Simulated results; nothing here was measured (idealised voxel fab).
Name of the process module below: voxel self aligned contacts
Square cell edge 5 nm, section width 260 nm, ID cut.
Reading order for cross-sections: top band down to bottom band. Underlying form: a grid of square cells. Band size: one or more rows of cells.
Within each band entry, the heights of the top and of the bottom of the band appear first, in that order and in nm; the materials of the band then follow from left to right, each with its corresponding width in nm. The designation "all across" on a single material indicates that it fills the band from edge to edge; the designation "air" indicates empty space.
Height datum 0, below which the as-received substrate wafer is one material. Lowest band open at the bottom, running downward: "0 -> down".
The two numbers in a width such as "30 to 40" mark its ends across the band: the first belongs to the top row of cells, the second to the bottom row, and from each row to the next the width moves by the same amount.
The cross-section has no changed cell in any step marked "nothing changed".
In "Cavities, closed" the enclosed voids are listed, meaning empty spaces of 8 cells or larger without any opening to the top. The form is width x height at distance, distance from the left edge, units nm.
Read whatever lies past the settings on a step's line as the simulator's own remark about the step.
Each step line may optionally specify "overlay nm", which for a step with a mask gives the rightward distance between the mask's planned place and where it lay, a negative value indicating the leftward direction.
## Process steps foreseen in the plan
1) RECEIVE (material Si)
2) OXIDIZE (depth nm 5)
3) DIRECTIONAL_DEP (material polySi; thk nm 30)
4) DIRECTIONAL_DEP (material SiN; thk nm 15)
5) MASKED_ETCH (tone cover; mask id GATE; width nm 35; pitch nm 70; etch materials SiN; depth nm 15; overlay nm 0)
6) MASKED_ETCH (tone cover; mask id GATE; width nm 35; pitch nm 70; etch materials polySi; depth nm 30; overlay nm 0)
7) CONFORMAL_DEP (material SiN; thk nm 5)
8) DIRECTIONAL_ETCH (etch materials SiN; depth nm 5)
9) FILL_DEP (material SiO2; thk nm 15)
10) CMP (height nm 50)
11) PATTERN (tone open; mask id CONTACT; material resist; width nm 45; pitch nm 70; thk nm 15; overlay nm 0)
12) DIRECTIONAL_ETCH (etch materials SiO2; depth nm 55)
13) STRIP (etch materials resist)
14) CONFORMAL_DEP (material TiN; thk nm 5)
15) FILL_DEP (material Ru; thk nm 10)
16) CMP (height nm 50)
17) CONFORMAL_DEP (material SiCN; thk nm 5)
## Cross-section of the wafer as it came to us, i.e., already through step 1
	0 -> down = Si all across
	Cavities, closed: none
## Cross-sectional result after module completion. Note: starting condition and plan are unchanged from above; one processing mistake was made
	55 -> 50 = SiCN all across
	50 -> 40 = 70 SiO2, 5 to 10 TiN, 35 to 25 Ru, 5 to 10 TiN, 25 SiO2, 5 to 10 TiN, 35 to 25 Ru, 5 to 10 TiN, 75 SiO2
	40 -> 30 = 40 SiO2, 35 SiN, 5 TiN, 25 Ru, 5 TiN, 35 SiN, 5 TiN, 25 Ru, 5 TiN, 35 SiN, 45 SiO2
	30 -> 0 = 40 SiO2, 35 polySi, 5 TiN, 25 Ru, 5 TiN, 35 polySi, 5 TiN, 25 Ru, 5 TiN, 35 polySi, 45 SiO2
	0 -> -5 = 75 SiO2, 35 TiN, 35 SiO2, 35 TiN, 80 SiO2
	-5 -> down = Si all across
	Cavities, closed: none
The plan and the run diverged here: the run left out plan step 7 entirely, so it was never executed
